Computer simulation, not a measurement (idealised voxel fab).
process module | voxel self aligned vias
cross-section cut | 160 nm wide | cells 5 nm
A cross-section is a grid of square cells, given in bands from the top down. A band is one or more rows of cells.
Each band's line starts with the height of the band's top and of its bottom, in nm. Then come its materials from left to right, each with its width in nm. One material with "throughout" fills the band from edge to edge. "air" is empty space.
Height 0 is the level under which the wafer as received is all one material. The lowest band goes on downwards, as in "0 down".
A width such as "30 to 40" changes by the same amount from each row of cells to the next, from the band's top row to its bottom row.
"no change" after a step means that no cell of the cross-section changed.
closed voids: empty space of 8 cells or more with no open way to the top, each as width x height at its distance from the left edge, in nm
after a step's settings: what the simulator itself notes on the step
overlay nm, on a step with a mask: how far to the right of its planned place the mask lay; to the left if negative
plan
1 op RECEIVE | material Si
2 op CONFORMAL_DEP | material SiO2 | thk nm 15
3 op CONFORMAL_DEP | material SiCN | thk nm 5
4 op DIRECTIONAL_DEP | material lowk | thk nm 20
5 op MASKED_ETCH | tone open | mask id LINES | width nm 20 | pitch nm 45 | etch materials lowk | depth nm 20 | overlay nm 0
6 op CONFORMAL_DEP | material TiN | thk nm 5
7 op FILL_DEP | material W | thk nm 5
8 op CMP | height nm 40
9 op SELECTIVE_ETCH | etch materials W Ru TiN | depth nm 10
10 op FILL_DEP | material SiN | thk nm 5
11 op CMP | height nm 40
12 op DIRECTIONAL_DEP | material lowk | thk nm 15
13 op PATTERN | tone open | mask id VIAS | material resist | width nm 30 | pitch nm 45 | thk nm 20 | overlay nm 0
14 op DIRECTIONAL_ETCH | etch materials lowk | depth nm 15
15 op DIRECTIONAL_ETCH | etch materials SiN | depth nm 10
16 op STRIP | etch materials resist
17 op CONFORMAL_DEP | material TiN | thk nm 5
18 op FILL_DEP | material Ru | thk nm 5
19 op CMP | height nm 55
20 op CONFORMAL_DEP | material SiN | thk nm 5
as received, after step 1
  0 down: Si throughout
  closed voids: none
first wafer at the end, as planned
  60 to 55: SiN throughout
  55 to 45: lowk 40 | TiN 5 | Ru 20 | TiN 5 | lowk 15 | TiN 5 | Ru 20 | TiN 5 | lowk 45
  45 to 35: lowk 40 to 45 | TiN 10 to 5 | Ru 10 | TiN 10 to 5 | lowk 15 to 25 | TiN 10 to 5 | Ru 10 | TiN 10 to 5 | lowk 45 to 50
  35 to 30: lowk 45 | TiN 20 | lowk 25 | TiN 20 | lowk 50
  30 to 25: lowk 45 | TiN 5 | W 10 | TiN 5 | lowk 25 | TiN 5 | W 10 | TiN 5 | lowk 50
  25 to 20: lowk 45 | TiN 20 | lowk 25 | TiN 20 | lowk 50
  20 to 15: SiCN throughout
  15 to 0: SiO2 throughout
  0 down: Si throughout
  closed voids: none
second wafer at the end: like start, like plan, one mistake
  60 to 55: SiN throughout
  55 to 35: lowk 40 | TiN 5 | Ru 20 | TiN 5 | lowk 15 | TiN 5 | Ru 20 | TiN 5 | lowk 45
  35 to 30: lowk 40 | TiN 30 | lowk 15 | TiN 30 | lowk 45
  30 to 25: lowk 40 | TiN 5 | W 20 | TiN 5 | lowk 15 | TiN 5 | W 20 | TiN 5 | lowk 45
  25 to 20: lowk 40 | TiN 30 | lowk 15 | TiN 30 | lowk 45
  20 to 15: SiCN throughout
  15 to 0: SiO2 throughout
  0 down: Si throughout
  closed voids: none
what went wrong: step 5 ran as: op MASKED_ETCH | tone open | mask id LINES | width nm 30 | pitch nm 45 | etch materials lowk | depth nm 20 | overlay nm 0
at the end the second wafer has, in cells: 8 more of Ru | 4 more of TiN | 4 more of W | 16 fewer of lowk
